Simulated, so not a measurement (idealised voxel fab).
process module | voxel ribs on slabs
cross-section cut | 270 nm wide | cells 5 nm
A cross-section is a grid of square cells, given in bands from the top down. A band is one or more rows of cells.
Each band's line starts with the height of the band's top and of its bottom, in nm. Then come its materials from left to right, each with its width in nm. One material with "throughout" fills the band from edge to edge. "air" is empty space.
Height 0 is the level under which the wafer as received is all one material. The lowest band goes on downwards, as in "0 down".
A width such as "30 to 40" changes by the same amount from each row of cells to the next, from the band's top row to its bottom row.
"no change" after a step means that no cell of the cross-section changed.
closed voids: empty space of 8 cells or more with no open way to the top, each as width x height at its distance from the left edge, in nm
after a step's settings: what the simulator itself notes on the step
overlay nm, on a step with a mask: how far to the right of its planned place the mask lay; to the left if negative
plan
1 op RECEIVE | material Si
2 op DIRECTIONAL_DEP | material SiO2 | thk nm 25
3 op DIRECTIONAL_DEP | material polySi | thk nm 25
4 op DIRECTIONAL_DEP | material aC | thk nm 15
5 op PATTERN | tone cover | mask id RIB | material resist | width nm 15 | thk nm 35 | overlay nm 0
6 op DIRECTIONAL_ETCH | etch materials aC | depth nm 15
7 op STRIP | etch materials resist
8 op DIRECTIONAL_ETCH | etch materials polySi | depth nm 15
9 op STRIP | etch materials aC
10 op PATTERN | tone cover | mask id SLAB | material resist | width nm 75 | thk nm 20 | overlay nm 0
11 op DIRECTIONAL_ETCH | etch materials polySi | depth nm 10
12 op STRIP | etch materials resist
13 op FILL_DEP | material SiO2 | thk nm 20
14 op CMP | height nm 60
15 op DIRECTIONAL_DEP | material W | thk nm 5
16 op DIRECTIONAL_DEP | material aC | thk nm 10
17 op PATTERN | tone cover | mask id HEATER | material resist | width nm 25 | thk nm 30 | overlay nm 0
18 op DIRECTIONAL_ETCH | etch materials aC | depth nm 10
19 op STRIP | etch materials resist
20 op DIRECTIONAL_ETCH | etch materials W | depth nm 5
21 op STRIP | etch materials aC
22 op CONFORMAL_DEP | material SiO2 | thk nm 5
first wafer, as planned
as received, after step 1
  0 down: Si throughout
  closed voids: none
after step 2
  25 to 0: SiO2 throughout
  below 0: unchanged
after step 3
  50 to 25: polySi throughout
  below 25: unchanged
after step 4
  65 to 50: aC throughout
  below 50: unchanged
after step 5
  100 to 65: air 125 | resist 15 | air 130
  below 65: unchanged
after step 6
  85 to 65: air 125 | resist 15 | air 130
  65 to 50: air 125 | aC 15 | air 130
  below 50: unchanged
after step 7
  65 to 50: air 125 | aC 15 | air 130
  below 50: unchanged
after step 8
  65 to 50: air 125 | aC 15 | air 130
  50 to 35: air 125 | polySi 15 | air 130
  below 35: unchanged
after step 9
  50 to 35: air 125 | polySi 15 | air 130
  below 35: unchanged
after step 10
  70 to 50: air 95 | resist 75 | air 100
  50 to 35: air 95 | resist 30 | polySi 15 | resist 30 | air 100
  below 35: unchanged
after step 11
  70 to 50: air 95 | resist 75 | air 100
  50 to 35: air 95 | resist 30 | polySi 15 | resist 30 | air 100
  35 to 25: air 95 | polySi 75 | air 100
  below 25: unchanged
after step 12
  50 to 35: air 125 | polySi 15 | air 130
  below 35: unchanged
after step 13
  70 to 50: SiO2 throughout
  50 to 35: SiO2 125 | polySi 15 | SiO2 130
  35 to 25: SiO2 95 | polySi 75 | SiO2 100
  below 25: unchanged
after step 14
  60 to 50: SiO2 throughout
  below 50: unchanged
after step 15
  65 to 60: W throughout
  below 60: unchanged
after step 16
  75 to 65: aC throughout
  below 65: unchanged
after step 17
  105 to 75: air 120 | resist 25 | air 125
  below 75: unchanged
after step 18
  95 to 75: air 120 | resist 25 | air 125
  75 to 65: air 120 | aC 25 | air 125
  below 65: unchanged
after step 19
  75 to 65: air 120 | aC 25 | air 125
  below 65: unchanged
after step 20
  75 to 65: air 120 | aC 25 | air 125
  65 to 60: air 120 | W 25 | air 125
  below 60: unchanged
after step 21
  65 to 60: air 120 | W 25 | air 125
  below 60: unchanged
after step 22
  70 to 65: air 115 | SiO2 35 | air 120
  65 to 60: SiO2 120 | W 25 | SiO2 125
  below 60: unchanged
second wafer: like start, like plan, one mistake. Through step 21 it matches the first wafer
when step 22 should have ended: no change
what went wrong: step 22 was left out
at the end the second wafer has, in cells: 56 fewer of SiO2
